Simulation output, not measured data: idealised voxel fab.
Process module under the name voxel released beams
The figure presents cross-section cut, which has a width of 265 nm and is divided into square cells with an edge length of 5 nm.
Format of a cross-section: grid, square cells. Given as bands. Order: top down. Band: one or more rows of cells. Quick guide to a band line: top height, bottom height (nm) up front; then every material left to right with its width in nm. Only one material and it's marked "full width"? Then it fills the band edge to edge. And "air" just means empty space. All heights in this document are referenced to 0, defined as the level beneath which the wafer, as received, consists entirely of one material. The lowest band is not bounded below; it extends indefinitely downward and is written in the form "0 down". The notation "30..40" denotes a width that varies across the rows of cells in the band, beginning at the first number in the top row, finishing at the second number in the bottom row, and changing by an identical amount from each row to the next. "nothing changed" means the step left every cell of the cross-section as it was. The label "Sealed internal voids" introduces a list of the empty spaces, 8 cells or larger, that have no open way up to the top; each entry in it reads width x height at distance, where the distance is taken from the left edge and all three are stated in nm. Where a step's line continues beyond its settings, the continuation is a remark by the simulator itself on that step. On any step carrying a mask, the "overlay nm" setting, if present on the step's line, tells how far right of its planned place the mask lay; negative values point to the left.

plan:
step 1: RECEIVE [material Si]
step 2: CONFORMAL_DEP [material SiN] [thk nm 5]
step 3: DIRECTIONAL_DEP [material SiO2] [thk nm 20]
step 4: DIRECTIONAL_DEP [material aC] [thk nm 15]
step 5: PATTERN [tone open] [mask id ANCHOR] [material resist] [width nm 45] [thk nm 35] [overlay nm 0]
step 6: DIRECTIONAL_ETCH [etch materials aC] [depth nm 15]
step 7: STRIP [etch materials resist]
step 8: DIRECTIONAL_ETCH [etch materials SiO2] [depth nm 20]
step 9: STRIP [etch materials aC]
step 10: CONFORMAL_DEP [material W] [thk nm 15]
step 11: DIRECTIONAL_DEP [material aC] [thk nm 10]
step 12: PATTERN [tone cover] [mask id BEAM] [material resist] [width nm 95] [thk nm 30] [overlay nm 0]
step 13: DIRECTIONAL_ETCH [etch materials aC] [depth nm 10]
step 14: STRIP [etch materials resist]
step 15: DIRECTIONAL_ETCH [etch materials W] [depth nm 15]
step 16: STRIP [etch materials aC]
step 17: STRIP [etch materials SiO2]

As-received state of the wafer in cross-section, equivalent to post-step 1:
  0 down | Si full width
  Sealed internal voids: none

Below is the wafer in cross-section after the module was completed. It began from the starting point shown above and followed the plan shown above, except that one mistake was made while running it:
  40 to 25 | air=85 / W=15 / air=15 / W=60 / air=90
  25 to 20 | air=85 / W=15 / air=15 / W=15 / air=135
  20 to 5 | air=85 / W=45 / air=135
  5 to 0 | SiN full width
  0 down | Si full width
  Sealed internal voids: none
Misprocessing identified: off-plan run, step 12, actual operation and settings PATTERN [tone cover] [mask id BEAM] [material resist] [width nm 90] [thk nm 30] [overlay nm 0]
